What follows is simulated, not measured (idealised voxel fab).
The process module presented herein is designated voxel spacer lines.
cross-section cut | 175 nm wide | cells 5 nm
A cross-section in this document is a grid of square cells, and it is written down as bands, the top band listed before the ones below it; a band is made up of one or more rows of cells. The band entry comprises the height of the band's top followed by the height of its bottom, expressed in nm, and subsequently the band's materials from left to right, each stated together with its width in nm. Where a single material is marked with the word "full width", that material fills the band from edge to edge. The word "blank" represents empty space. Height datum 0, below which the as-received substrate wafer is one material. Lowest band open at the bottom, running downward: "z 0 and below". With a width like "30 to 40", each row of cells in the band differs from the next by the same amount, the top row carrying the first number and the bottom row the second. "left unchanged" for a step: no cell of the cross-section changed in that step. "Enclosed internal voids": sealed empty spaces, 8 cells or more, no open way to top, listed width x height at distance, with distance from the left edge and width, height and distance in nm. Formally, on a step line, whatever follows the settings is a remark that the simulator itself makes on the step. overlay nm: how far to the right of its planned place the mask lay on this masked step (negative: to the left).
### Steps planned for the process
| 1 | op RECEIVE | material Si |
| 2 | op CONFORMAL_DEP | material Al2O3 | thk nm 10 |
| 3 | op DIRECTIONAL_DEP | material TiN | thk nm 15 |
| 4 | op DIRECTIONAL_DEP | material polySi | thk nm 25 |
| 5 | op PATTERN | tone cover | mask id MANDREL | material resist | width nm 25 | pitch nm 70 | thk nm 30 | overlay nm 0 |
| 6 | op DIRECTIONAL_ETCH | etch materials polySi | depth nm 25 |
| 7 | op STRIP | etch materials resist |
| 8 | op CONFORMAL_DEP | material SiN | thk nm 10 |
| 9 | op DIRECTIONAL_ETCH | etch materials SiN | depth nm 10 |
| 10 | op STRIP | etch materials polySi |
| 11 | op DIRECTIONAL_ETCH | etch materials TiN | depth nm 15 |
| 12 | op STRIP | etch materials SiN |
### As-received wafer cross-section (after step 1)
* z 0 and below: Si full width
* Enclosed internal voids: none
### End-of-module cross-section. Starting structure and process plan as above; one mistake made in running it
* z 25 to 0: Al2O3 full width
* z 0 and below: Si full width
* Enclosed internal voids: none
What went wrong in running the wafer? rather than as planned, step 3 actually ran as op DIRECTIONAL_DEP | material Al2O3 | thk nm 15
